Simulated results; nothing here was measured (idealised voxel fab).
Process module under the name voxel ribs on slabs
Shown is cross-section cut, with a width of 285 nm and square cells of size 5 nm.
In what follows, cross-sections appear as grids of square cells, described through bands that run from the top down, where every band is one or more rows of cells.
In this notation a band is specified by the heights of its top and bottom, in that order and in nm, after which its materials appear from left to right, each paired with its width in nm. The word "full width" attached to a single material means that material fills the band from edge to edge; the word "empty" stands for empty space.
All heights in this document are referenced to 0, defined as the level beneath which the wafer, as received, consists entirely of one material. The lowest band is not bounded below; it extends indefinitely downward and is written in the form "0 down".
So if you see something like "30->40" for the width, read it as the top row of the band sitting at the first number and the bottom row at the second, with every row in between moving by the same amount as the last.
When a step is marked "no change occurred", none of the cells in the cross-section changed during that step.
You'll see "Catalogued sealed voids" listing empty spaces that have no way open to the top, as long as they're 8 cells or more; the notation is width x height at distance, where the distance is from the left edge, and all of it is in nm.
What comes after the settings on a step's line is commentary from the simulator itself on that step.
A step line may carry the setting "overlay nm", which, for steps involving a mask, states the distance by which the mask lay to the right of its intended position; negative values denote displacement to the left.
# Process steps foreseen in the plan
1: RECEIVE | material Si
2: DIRECTIONAL_DEP | material SiO2 | thk nm 20
3: DIRECTIONAL_DEP | material polySi | thk nm 15
4: MASKED_ETCH | tone cover | mask id RIB | width nm 20 | etch materials polySi | depth nm 5 | overlay nm 0
5: DIRECTIONAL_DEP | material aC | thk nm 10
6: PATTERN | tone cover | mask id SLAB | material resist | width nm 50 | thk nm 25 | overlay nm 0
7: DIRECTIONAL_ETCH | etch materials aC | depth nm 10
8: STRIP | etch materials resist
9: DIRECTIONAL_ETCH | etch materials polySi | depth nm 10
10: STRIP | etch materials aC
11: FILL_DEP | material SiO2 | thk nm 20
12: CMP | height nm 45
13: DIRECTIONAL_DEP | material TiN | thk nm 5
14: PATTERN | tone cover | mask id HEATER | material resist | width nm 30 | thk nm 20 | overlay nm 0
15: DIRECTIONAL_ETCH | etch materials TiN | depth nm 5
16: STRIP | etch materials resist
17: CONFORMAL_DEP | material SiO2 | thk nm 10
# as received, after step 1
* 0 down: Si full width
* Catalogued sealed voids: none
# First wafer of two, sectioned at end of module; run went per plan
* 60 to 55: empty 115, then SiO2 50, then empty 120
* 55 to 50: SiO2 full width
* 50 to 45: SiO2 125, then TiN 30, then SiO2 130
* 45 to 35: SiO2 full width
* 35 to 30: SiO2 130, then polySi 20, then SiO2 135
* 30 to 20: SiO2 115, then polySi 50, then SiO2 120
* 20 to 0: SiO2 full width
* 0 down: Si full width
* Catalogued sealed voids: none
# Cross-sectional view of the second of two wafers upon completion of the module. This wafer shared its starting condition and process plan with the first; one error was made during its execution
* 65 to 60: empty 110, then SiO2 60, then empty 115
* 60 to 50: SiO2 full width
* 50 to 45: SiO2 125, then TiN 30, then SiO2 130
* 45 to 35: SiO2 full width
* 35 to 30: SiO2 130, then polySi 20, then SiO2 135
* 30 to 20: SiO2 115, then polySi 50, then SiO2 120
* 20 to 0: SiO2 full width
* 0 down: Si full width
* Catalogued sealed voids: none
Deviation noted in wafer processing: step 17: run off-plan, actual operation and settings CONFORMAL_DEP | material SiO2 | thk nm 15
End of process, cell counts, second wafer against first, materials with more or fewer: 59 more of SiO2
